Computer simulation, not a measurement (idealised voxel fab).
process module | voxel self aligned vias
cross-section cut | 140 nm wide | cells 5 nm
A cross-section is a grid of square cells, given in bands from the top down. A band is one or more rows of cells.
Each band's line starts with the height of the band's top and of its bottom, in nm. Then come its materials from left to right, each with its width in nm. One material with "throughout" fills the band from edge to edge. "air" is empty space.
Height 0 is the level under which the wafer as received is all one material. The lowest band goes on downwards, as in "0 down".
A width such as "30 to 40" changes by the same amount from each row of cells to the next, from the band's top row to its bottom row.
"no change" after a step means that no cell of the cross-section changed.
closed voids: empty space of 8 cells or more with no open way to the top, each as width x height at its distance from the left edge, in nm
after a step's settings: what the simulator itself notes on the step
overlay nm, on a step with a mask: how far to the right of its planned place the mask lay; to the left if negative
plan
1 op RECEIVE | material Si
2 op CONFORMAL_DEP | material SiO2 | thk nm 10
3 op CONFORMAL_DEP | material SiCN | thk nm 5
4 op DIRECTIONAL_DEP | material lowk | thk nm 20
5 op MASKED_ETCH | tone open | mask id LINES | width nm 30 | pitch nm 70 | etch materials lowk | depth nm 20 | overlay nm 0
6 op CONFORMAL_DEP | material TiN | thk nm 5
7 op FILL_DEP | material Ru | thk nm 5
8 op CMP | height nm 35
9 op SELECTIVE_ETCH | etch materials W Ru TiN | depth nm 5
10 op FILL_DEP | material SiN | thk nm 10
11 op CMP | height nm 35
12 op DIRECTIONAL_DEP | material lowk | thk nm 20
13 op PATTERN | tone open | mask id VIAS | material resist | width nm 40 | thk nm 20 | overlay nm 0
14 op DIRECTIONAL_ETCH | etch materials lowk | depth nm 20
15 op DIRECTIONAL_ETCH | etch materials SiN | depth nm 5
16 op STRIP | etch materials resist
17 op CONFORMAL_DEP | material TiN | thk nm 5
18 op FILL_DEP | material Cu | thk nm 10
19 op CMP | height nm 55
20 op CONFORMAL_DEP | material SiCN | thk nm 5
as received, after step 1
  0 down: Si throughout
  closed voids: none
first wafer at the end, as planned
  60 to 55: SiCN throughout
  55 to 40: lowk 15 | TiN 5 | Cu 30 | TiN 5 | lowk 85
  40 to 35: lowk 15 | TiN 10 | Cu 20 | TiN 10 | lowk 85
  35 to 30: lowk 20 | TiN 30 | lowk 40 | SiN 30 | lowk 20
  30 to 20: lowk 20 | TiN 5 | Ru 20 | TiN 5 | lowk 40 | TiN 5 | Ru 20 | TiN 5 | lowk 20
  20 to 15: lowk 20 | TiN 30 | lowk 40 | TiN 30 | lowk 20
  15 to 10: SiCN throughout
  10 to 0: SiO2 throughout
  0 down: Si throughout
  closed voids: none
second wafer at the end: like start, like plan, one mistake
  60 to 55: SiCN throughout
  55 to 40: lowk 15 | TiN 5 | Cu 30 | TiN 5 | lowk 85
  40 to 35: lowk 15 | TiN 40 | lowk 85
  35 to 30: SiCN throughout
  30 to 10: lowk throughout
  10 to 0: SiO2 throughout
  0 down: Si throughout
  closed voids: none
what went wrong: steps 3 and 4 were swapped
at the end the second wafer has, in cells: 4 fewer of Cu | 16 fewer of Ru | 6 fewer of SiN | 22 fewer of TiN | 48 more of lowk
